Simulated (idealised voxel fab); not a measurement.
Name of the process module below: voxel lift off
Section shown: cut. Width: 285 nm. Cell size: 5 nm, square.
Just so we're on the same page, the cross-sections are grids of square cells, and they're listed out in bands top to bottom, each band one or more rows deep. It is stipulated that each band's entry specify, in nanometres, the height of the top of the band and then that of its bottom, followed by the materials of the band in left-to-right sequence, each together with its width in nanometres. A single material marked by the word "everywhere" is understood to fill the band from edge to edge; the word "blank" is understood to denote empty space. Convention: height 0 is the level below which the wafer, as received, is all one material. The lowest band does not terminate at the bottom but continues downward, represented as "top 0, no bottom". The two numbers in a width such as "30->40" mark its ends across the band: the first belongs to the top row of cells, the second to the bottom row, and from each row to the next the width moves by the same amount. Given "stayed the same" for a step, no cell of the cross-section differs between before and after that step. Empty spaces counting at least 8 cells and having no open way to the top are listed in "Enclosed empty spaces". The notation width x height at distance is used for each, the distance being from the left edge and all three values in nm. The remark found on a step's line after its settings is issued by the simulator itself and pertains to that step. overlay nm, on a step with a mask: how far to the right of its planned place the mask lay; to the left if negative.
### Planned step list for the process
step 1: op RECEIVE | material Si
step 2: op CONFORMAL_DEP | material Al2O3 | thk nm 5
step 3: op PATTERN | tone open | mask id LINES | material resist | width nm 20 | pitch nm 50 | thk nm 20 | overlay nm 0
step 4: op DIRECTIONAL_DEP | material Ru | thk nm 10
step 5: op STRIP | etch materials resist
step 6: op CONFORMAL_DEP | material SiN | thk nm 5
### The following pertains to the first of two wafers, which was processed as planned
### Step 1 complete: cross-section of the wafer as received
  top 0, no bottom  Si everywhere
  Enclosed empty spaces: none
### Wafer xsec, post step 2
  top 5, bottom 0  Al2O3 everywhere
  Everything below 0 is unchanged.
### Wafer xsec, post step 3
  top 25, bottom 5  resist 55  blank 20  resist 30  blank 20  resist 30  blank 20  resist 30  blank 20  resist 60
  Everything below 5 is unchanged.
### Wafer xsec, post step 4
  top 35, bottom 25  Ru 55  blank 20  Ru 30  blank 20  Ru 30  blank 20  Ru 30  blank 20  Ru 60
  top 25, bottom 15  resist 55  blank 20  resist 30  blank 20  resist 30  blank 20  resist 30  blank 20  resist 60
  top 15, bottom 5  resist 55  Ru 20  resist 30  Ru 20  resist 30  Ru 20  resist 30  Ru 20  resist 60
  Everything below 5 is unchanged.
### Wafer xsec, post step 5
  top 15, bottom 5  blank 55  Ru 20  blank 30  Ru 20  blank 30  Ru 20  blank 30  Ru 20  blank 60
  Everything below 5 is unchanged.
### Wafer xsec, post step 6
  top 20, bottom 15  blank 50  SiN 30  blank 20  SiN 30  blank 20  SiN 30  blank 20  SiN 30  blank 55
  top 15, bottom 10  blank 50  SiN 5  Ru 20  SiN 5  blank 20  SiN 5  Ru 20  SiN 5  blank 20  SiN 5  Ru 20  SiN 5  blank 20  SiN 5  Ru 20  SiN 5  blank 55
  top 10, bottom 5  SiN 55  Ru 20  SiN 30  Ru 20  SiN 30  Ru 20  SiN 30  Ru 20  SiN 60
  Everything below 5 is unchanged.
### Second wafer - shared start and plan with the first - one error in running - same as the first up to step 5 inclusive
### Cross-section of the second wafer at the time step 6 of the plan should have ended
  top 20, bottom 15  blank 50  Al2O3 30  blank 20  Al2O3 30  blank 20  Al2O3 30  blank 20  Al2O3 30  blank 55
  top 15, bottom 10  blank 50  Al2O3 5  Ru 20  Al2O3 5  blank 20  Al2O3 5  Ru 20  Al2O3 5  blank 20  Al2O3 5  Ru 20  Al2O3 5  blank 20  Al2O3 5  Ru 20  Al2O3 5  blank 55
  top 10, bottom 5  Al2O3 55  Ru 20  Al2O3 30  Ru 20  Al2O3 30  Ru 20  Al2O3 30  Ru 20  Al2O3 60
  Everything below 5 is unchanged.
What broke from the plan during processing? step 6 did not use the planned setting and instead ran as op CONFORMAL_DEP | material Al2O3 | thk nm 5
The final cell counts differ between the wafers, with the second having more or fewer of some materials than the first: 73 more of Al2O3; 73 fewer of SiN
